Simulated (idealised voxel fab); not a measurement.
Name of the process module below: voxel air gaps
The cross-section on display is named cut; it measures 190 nm wide, and its cells are 5 nm squares.
A cross-section is a grid of square cells, given in bands from the top down. A band is one or more rows of cells. Look at the band entry: it leads with the top's height and the bottom's height in nm. Then it lists the materials left to right, with a width in nm for each. The word "all across" on a single material says that material fills the band edge to edge. The word "empty" is empty space. It should be noted that heights are counted from 0, beneath which the wafer as supplied is of one material throughout, and that the lowest band possesses no lower boundary but continues downward, as written in "0 and below". It should be noted that a width expressed as "30->40" varies in equal increments from row to row of cells within the band, taking the value of the first number at the top row and that of the second number at the bottom row. The cross-section has no changed cell in any step marked "nothing was modified". The label "Voids lacking openings" introduces a list of the empty spaces, 8 cells or larger, that have no open way up to the top; each entry in it reads width x height at distance, where the distance is taken from the left edge and all three are stated in nm. Heads up: the bit after the settings on a step's line is the simulator's remark on that step. Each step line may optionally specify "overlay nm", which for a step with a mask gives the rightward distance between the mask's planned place and where it lay, a negative value indicating the leftward direction.

[Here's what the planned process steps look like]
1: RECEIVE,material Si
2: CONFORMAL_DEP,material SiO2,thk nm 15
3: CONFORMAL_DEP,material SiCN,thk nm 5
4: DIRECTIONAL_DEP,material SiO2,thk nm 30
5: PATTERN,tone open,mask id LINES,material resist,width nm 15,pitch nm 45,thk nm 20,overlay nm 0
6: DIRECTIONAL_ETCH,etch materials SiO2,depth nm 30
7: STRIP,etch materials resist
8: CONFORMAL_DEP,material TiN,thk nm 5
9: FILL_DEP,material W,thk nm 5
10: CMP,height nm 50
11: EPI,material Ru,thk nm 10
12: SELECTIVE_ETCH,etch materials SiO2,depth nm 40
13: CONFORMAL_DEP,material SiCN,thk nm 5

[Received-state cross-section, reflecting completion of step 1]
0 and below: Si all across
Voids lacking openings: none

[Module complete - cross-section of the first of two wafers, run according to plan]
65 down to 60: 25 nm empty  135 nm SiCN  30 nm empty
60 down to 50: 25 nm empty  5 nm SiCN  35 nm Ru  10 nm SiCN  35 nm Ru  10 nm SiCN  35 nm Ru  5 nm SiCN  30 nm empty
50 down to 45: 25 nm empty  15 nm SiCN  5 nm TiN  5 nm W  5 nm TiN  30 nm SiCN  5 nm TiN  5 nm W  5 nm TiN  30 nm SiCN  5 nm TiN  5 nm W  5 nm TiN  15 nm SiCN  30 nm empty
45 down to 25: 35 nm empty  5 nm SiCN  5 nm TiN  5 nm W  5 nm TiN  5 nm SiCN  20 nm empty  5 nm SiCN  5 nm TiN  5 nm W  5 nm TiN  5 nm SiCN  20 nm empty  5 nm SiCN  5 nm TiN  5 nm W  5 nm TiN  5 nm SiCN  40 nm empty
25 down to 20: 40 nm SiCN  15 nm TiN  30 nm SiCN  15 nm TiN  30 nm SiCN  15 nm TiN  45 nm SiCN
20 down to 15: SiCN all across
15 down to 0: SiO2 all across
0 and below: Si all across
Voids lacking openings: 20 x 20 at 60; 20 x 20 at 105

[Cross-sectional view of the second of two wafers upon completion of the module. This wafer shared its starting condition and process plan with the first; one error was made during its execution]
70 down to 65: SiCN all across
65 down to 55: Ru all across
55 down to 50: 45 nm TiN  5 nm W  40 nm TiN  5 nm W  40 nm TiN  5 nm W  50 nm TiN
50 down to 25: 40 nm SiO2  5 nm TiN  5 nm W  5 nm TiN  30 nm SiO2  5 nm TiN  5 nm W  5 nm TiN  30 nm SiO2  5 nm TiN  5 nm W  5 nm TiN  45 nm SiO2
25 down to 20: 40 nm SiO2  15 nm TiN  30 nm SiO2  15 nm TiN  30 nm SiO2  15 nm TiN  45 nm SiO2
20 down to 15: SiCN all across
15 down to 0: SiO2 all across
0 and below: Si all across
Voids lacking openings: none
Diagnosis: step 10, actual vs plan mismatch, actual run CMP,height nm 55
At the finish, the second wafer shows more or fewer cells for some materials than the first does: Ru: 34 more, SiCN: 72 fewer, SiO2: 174 more, TiN: 35 more, W: 3 more
The second wafer ends with 0 closed voids, and the first wafer ends with 2.
